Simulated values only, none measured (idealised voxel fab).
This section sets out a process module, namely voxel trench capacitor.
Cross-section cut: width 160 nm, square cells of 5 nm.
Square cells in a grid make up a cross-section in this document, and the grid is given as bands, listed from the top down, each one or more rows of cells.
In this notation a band is specified by the heights of its top and bottom, in that order and in nm, after which its materials appear from left to right, each paired with its width in nm. The word "throughout" attached to a single material means that material fills the band from edge to edge; the word "empty" stands for empty space.
Height 0 is the level under which the wafer as received is all one material. The lowest band goes on downwards, as in "from 0 down".
Top row gets the first number, bottom row gets the second, and each row in between changes by the same step: that is how a band width like "30 to 40" works.
"no alteration" after a step means that no cell of the cross-section changed.
What "Trapped voids" gives you is every empty space of 8 cells or more that is cut off from the top. Each appears as width x height at distance, with the distance taken from the left edge and width, height and distance all in nm.
Heads up: the bit after the settings on a step's line is the simulator's remark on that step.
overlay nm: mask right of planned place by this much (step with mask). Neg. = left.

## Intended process steps
| 1 | RECEIVE [material Si] |
| 2 | CONFORMAL_DEP [material SiN] [thk nm 10] |
| 3 | PATTERN [tone open] [mask id TRENCH] [material resist] [width nm 25] [pitch nm 40] [thk nm 20] [overlay nm 0] |
| 4 | DIRECTIONAL_ETCH [etch materials SiN] [depth nm 10] |
| 5 | DIRECTIONAL_ETCH [etch materials Si] [depth nm 35] |
| 6 | STRIP [etch materials resist] |
| 7 | CONFORMAL_DEP [material Al2O3] [thk nm 5] |
| 8 | FILL_DEP [material polySi] [thk nm 10] |
| 9 | CMP [height nm 10] |

## Cross-section of the wafer at receipt, which is the condition after step 1
    from 0 down | Si throughout
    Trapped voids: none

## The plan above was carried out on the starting structure above with one mistake, and this cross-section shows the wafer at the end of the module
    from 10 to 0 | SiN (45); Al2O3 (5); polySi (15); Al2O3 (5); SiN (15); Al2O3 (5); polySi (15); Al2O3 (5); SiN (50)
    from 0 to -65 | Si (45); Al2O3 (5); polySi (15); Al2O3 (5); Si (15); Al2O3 (5); polySi (15); Al2O3 (5); Si (50)
    from -65 to -70 | Si (45); Al2O3 (25); Si (15); Al2O3 (25); Si (50)
    from -70 down | Si throughout
    Trapped voids: none
Deviation from plan: step 5, plan: ran twice
